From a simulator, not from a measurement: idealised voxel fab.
The name of this process module is voxel air gaps.
Cross-section cut spans 300 nm and uses square cells 5 nm in size.
Just so we're on the same page, the cross-sections are grids of square cells, and they're listed out in bands top to bottom, each band one or more rows deep. In this notation a band is specified by the heights of its top and bottom, in that order and in nm, after which its materials appear from left to right, each paired with its width in nm. The word "throughout" attached to a single material means that material fills the band from edge to edge; the word "blank" stands for empty space. Height datum 0, below which the as-received substrate wafer is one material. Lowest band open at the bottom, running downward: "0 nm and below". Width: "30 to 40" (first number = top row, second number = bottom row, same change from row to row of cells). Given "stayed the same" for a step, no cell of the cross-section differs between before and after that step. Closed-off voids of 8+ cells (no open route to the top) go in "Enclosed void inventory", written width x height at distance from the left edge, in nm. after a step's settings: what the simulator itself notes on the step. overlay nm: on a step with a mask, how far right of its planned place the mask lay; negative means left.

**Process steps - plan**
step 1: RECEIVE,material Si
step 2: CONFORMAL_DEP,material SiO2,thk nm 15
step 3: CONFORMAL_DEP,material SiN,thk nm 5
step 4: DIRECTIONAL_DEP,material lowk,thk nm 30
step 5: MASKED_ETCH,tone open,mask id LINES,width nm 25,pitch nm 55,etch materials lowk,depth nm 30,overlay nm 0
step 6: CONFORMAL_DEP,material TiN,thk nm 5
step 7: FILL_DEP,material Ru,thk nm 5
step 8: CMP,height nm 50
step 9: EPI,material Ru,thk nm 10
step 10: SELECTIVE_ETCH,etch materials lowk,depth nm 40
step 11: CONFORMAL_DEP,material SiN,thk nm 5

**As-received state of the wafer in cross-section, equivalent to post-step 1**
  0 nm and below | Si throughout
  Enclosed void inventory: none

**The first of two wafers, cross-sectioned at the end of the module, with the run proceeding as planned**
  65 nm to 60 nm | blank: 65 | SiN: 165 | blank: 70
  60 nm to 50 nm | blank: 65 | SiN: 5 | Ru: 45 | SiN: 10 | Ru: 45 | SiN: 10 | Ru: 45 | SiN: 5 | blank: 70
  50 nm to 45 nm | blank: 65 | SiN: 15 | TiN: 5 | Ru: 15 | TiN: 5 | SiN: 30 | TiN: 5 | Ru: 15 | TiN: 5 | SiN: 30 | TiN: 5 | Ru: 15 | TiN: 5 | SiN: 15 | blank: 70
  45 nm to 25 nm | blank: 75 | SiN: 5 | TiN: 5 | Ru: 15 | TiN: 5 | SiN: 5 | blank: 20 | SiN: 5 | TiN: 5 | Ru: 15 | TiN: 5 | SiN: 5 | blank: 20 | SiN: 5 | TiN: 5 | Ru: 15 | TiN: 5 | SiN: 5 | blank: 80
  25 nm to 20 nm | SiN: 80 | TiN: 25 | SiN: 30 | TiN: 25 | SiN: 30 | TiN: 25 | SiN: 85
  20 nm to 15 nm | SiN throughout
  15 nm to 0 nm | SiO2 throughout
  0 nm and below | Si throughout
  Enclosed void inventory: 20 x 20 at 110; 20 x 20 at 165

**Second wafer cross-section at end of module - shared start and plan with the first, one mistake in the run**
  65 nm to 60 nm | blank: 70 | SiN: 45 | blank: 10 | SiN: 45 | blank: 10 | SiN: 45 | blank: 75
  60 nm to 50 nm | blank: 70 | SiN: 5 | Ru: 35 | SiN: 5 | blank: 10 | SiN: 5 | Ru: 35 | SiN: 5 | blank: 10 | SiN: 5 | Ru: 35 | SiN: 5 | blank: 75
  50 nm to 45 nm | blank: 70 | SiN: 15 | TiN: 5 | Ru: 5 | TiN: 5 | SiN: 15 | blank: 10 | SiN: 15 | TiN: 5 | Ru: 5 | TiN: 5 | SiN: 15 | blank: 10 | SiN: 15 | TiN: 5 | Ru: 5 | TiN: 5 | SiN: 15 | blank: 75
  45 nm to 25 nm | blank: 80 | SiN: 5 | TiN: 5 | Ru: 5 | TiN: 5 | SiN: 5 | blank: 30 | SiN: 5 | TiN: 5 | Ru: 5 | TiN: 5 | SiN: 5 | blank: 30 | SiN: 5 | TiN: 5 | Ru: 5 | TiN: 5 | SiN: 5 | blank: 85
  25 nm to 20 nm | SiN: 85 | TiN: 15 | SiN: 40 | TiN: 15 | SiN: 40 | TiN: 15 | SiN: 90
  20 nm to 15 nm | SiN throughout
  15 nm to 0 nm | SiO2 throughout
  0 nm and below | Si throughout
  Enclosed void inventory: none
What broke from the plan during processing? step 5, actual vs plan mismatch, actual run MASKED_ETCH,tone open,mask id LINES,width nm 15,pitch nm 55,etch materials lowk,depth nm 30,overlay nm 0
The closing comparison, in cells, has the second wafer with more or fewer of some materials than the first: 42 fewer of Ru; 6 fewer of TiN
In the final state there are 2 closed voids in the first wafer, compared with 0 in the second wafer.
